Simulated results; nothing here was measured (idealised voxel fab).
You're looking at the process module voxel transistor to metal.
Pictured: cross-section cut, 290 nm wide, on a grid of 5 nm square cells.
In what follows, cross-sections appear as grids of square cells, described through bands that run from the top down, where every band is one or more rows of cells. The band entry comprises the height of the band's top followed by the height of its bottom, expressed in nm, and subsequently the band's materials from left to right, each stated together with its width in nm. Where a single material is marked with the word "all across", that material fills the band from edge to edge. The word "air" represents empty space. It should be noted that heights are counted from 0, beneath which the wafer as supplied is of one material throughout, and that the lowest band possesses no lower boundary but continues downward, as written in "from 0 down". The notation "30->40" denotes a width that varies across the rows of cells in the band, beginning at the first number in the top row, finishing at the second number in the bottom row, and changing by an identical amount from each row to the next. When a step is marked "no alteration", none of the cells in the cross-section changed during that step. Entry "Sealed internal voids" = empty spaces >= 8 cells with no open way to the top; each as width x height at distance, distance from left edge, all nm. after a step's settings: what the simulator itself notes on the step. "overlay nm", when on a step's line for a step with a mask, measures how far to the right of its planned place the mask lay; a negative measure means to the left.
Steps in the process plan
step 1: RECEIVE | material Si
step 2: CONFORMAL_DEP | material SiO2 | thk nm 5
step 3: CONFORMAL_DEP | material SiN | thk nm 10
step 4: MASKED_ETCH | tone cover | mask id ACTIVE | width nm 115 | pitch nm 135 | etch materials SiN | depth nm 10 | overlay nm 0
step 5: MASKED_ETCH | tone cover | mask id ACTIVE | width nm 115 | pitch nm 135 | etch materials SiO2 | depth nm 5 | overlay nm 0
step 6: MASKED_ETCH | tone cover | mask id ACTIVE | width nm 115 | pitch nm 135 | etch materials Si | depth nm 30 | overlay nm 0
step 7: FILL_DEP | material SiO2 | thk nm 5
step 8: CMP | height nm 15
step 9: SELECTIVE_ETCH | etch materials SiO2 | depth nm 5
step 10: STRIP | etch materials SiN
step 11: SELECTIVE_ETCH | etch materials SiO2 | depth nm 5
step 12: OXIDIZE | depth nm 5
step 13: DIRECTIONAL_DEP | material polySi | thk nm 30
step 14: DIRECTIONAL_DEP | material SiCN | thk nm 10
step 15: PATTERN | tone cover | mask id GATE | material resist | width nm 35 | pitch nm 135 | thk nm 20 | overlay nm 0
step 16: DIRECTIONAL_ETCH | etch materials SiCN | depth nm 20
step 17: DIRECTIONAL_ETCH | etch materials polySi | depth nm 40
step 18: STRIP | etch materials resist
step 19: CONFORMAL_DEP | material SiO2 | thk nm 5
step 20: DIRECTIONAL_ETCH | etch materials SiO2 | depth nm 5
step 21: CONFORMAL_DEP | material SiN | thk nm 10
step 22: DIRECTIONAL_ETCH | etch materials SiN | depth nm 10
step 23: DIRECTIONAL_ETCH | etch materials SiO2 | depth nm 5
step 24: EPI | material SiGe | thk nm 5
step 25: FILL_DEP | material SiO2 | thk nm 10
step 26: CMP | height nm 30
step 27: STRIP | etch materials polySi
step 28: SELECTIVE_ETCH | etch materials SiO2 | depth nm 5
step 29: CONFORMAL_DEP | material HfO2 | thk nm 5
step 30: CONFORMAL_DEP | material TiN | thk nm 5
step 31: FILL_DEP | material W | thk nm 10
step 32: CMP | height nm 25
step 33: DIRECTIONAL_DEP | material SiO2 | thk nm 15
step 34: PATTERN | tone open | mask id CONTACT | material resist | width nm 15 | thk nm 15 | overlay nm 0
step 35: DIRECTIONAL_ETCH | etch materials SiO2 | depth nm 40
step 36: STRIP | etch materials resist
step 37: CONFORMAL_DEP | material TiN | thk nm 5
step 38: FILL_DEP | material Ru | thk nm 5
step 39: CMP | height nm 40
step 40: DIRECTIONAL_DEP | material TiN | thk nm 5
step 41: DIRECTIONAL_DEP | material Ru | thk nm 15
step 42: MASKED_ETCH | tone cover | mask id METAL_1 | width nm 15 | etch materials Ru | depth nm 15 | overlay nm 0
step 43: MASKED_ETCH | tone cover | mask id METAL_1 | width nm 15 | etch materials TiN | depth nm 5 | overlay nm 0
step 44: FILL_DEP | material lowk | thk nm 10
step 45: CMP | height nm 60
step 46: CONFORMAL_DEP | material SiN | thk nm 5
As received (post step 1): cross-section
  from 0 down  Si all across
  Sealed internal voids: none
Cross-sectional result after module completion. Note: starting condition and plan are unchanged from above; one processing mistake was made
  from 65 to 60  SiN all across
  from 60 to 45  25 nm lowk, 15 nm Ru, 75 nm lowk, 15 nm Ru, 30 nm lowk, 15 nm Ru, 75 nm lowk, 15 nm Ru, 25 nm lowk
  from 45 to 40  25 nm lowk, 15 nm TiN, 75 nm lowk, 15 nm TiN, 30 nm lowk, 15 nm TiN, 75 nm lowk, 15 nm TiN, 25 nm lowk
  from 40 to 25  25 nm SiO2, 5 nm TiN, 5 nm Ru, 5 nm TiN, 75 nm SiO2, 5 nm TiN, 5 nm Ru, 5 nm TiN, 30 nm SiO2, 5 nm TiN, 5 nm Ru, 5 nm TiN, 75 nm SiO2, 5 nm TiN, 5 nm Ru, 5 nm TiN, 25 nm SiO2
  from 25 to 10  25 nm SiO2, 5 nm TiN, 5 nm Ru, 5 nm TiN, 10 nm SiN, 5 nm HfO2, 5 nm TiN, 35 nm W, 5 nm TiN, 5 nm HfO2, 10 nm SiN, 5 nm TiN, 5 nm Ru, 5 nm TiN, 30 nm SiO2, 5 nm TiN, 5 nm Ru, 5 nm TiN, 10 nm SiN, 5 nm HfO2, 5 nm TiN, 35 nm W, 5 nm TiN, 5 nm HfO2, 10 nm SiN, 5 nm TiN, 5 nm Ru, 5 nm TiN, 25 nm SiO2
  from 10 to 5  25 nm SiO2, 15 nm TiN, 10 nm SiN, 5 nm HfO2, 5 nm TiN, 35 nm W, 5 nm TiN, 5 nm HfO2, 10 nm SiN, 15 nm TiN, 30 nm SiO2, 15 nm TiN, 10 nm SiN, 5 nm HfO2, 5 nm TiN, 35 nm W, 5 nm TiN, 5 nm HfO2, 10 nm SiN, 15 nm TiN, 25 nm SiO2
  from 5 to 0  20 nm SiO2, 10 nm SiN, 10 nm TiN, 10 nm SiN, 5 nm HfO2, 45 nm TiN, 5 nm HfO2, 10 nm SiN, 10 nm TiN, 10 nm SiN, 20 nm SiO2, 10 nm SiN, 10 nm TiN, 10 nm SiN, 5 nm HfO2, 45 nm TiN, 5 nm HfO2, 10 nm SiN, 10 nm TiN, 10 nm SiN, 20 nm SiO2
  from 0 to -5  30 nm SiO2, 10 nm SiGe, 10 nm SiO2, 55 nm HfO2, 10 nm SiO2, 10 nm SiGe, 40 nm SiO2, 10 nm SiGe, 10 nm SiO2, 55 nm HfO2, 10 nm SiO2, 10 nm SiGe, 30 nm SiO2
  from -5 to -30  20 nm SiO2, 115 nm Si, 20 nm SiO2, 115 nm Si, 20 nm SiO2
  from -30 down  Si all across
  Sealed internal voids: none
Which mistake was made when the wafer was run? contrary to plan, step 15 was performed as PATTERN | tone cover | mask id GATE | material resist | width nm 45 | pitch nm 135 | thk nm 20 | overlay nm 0
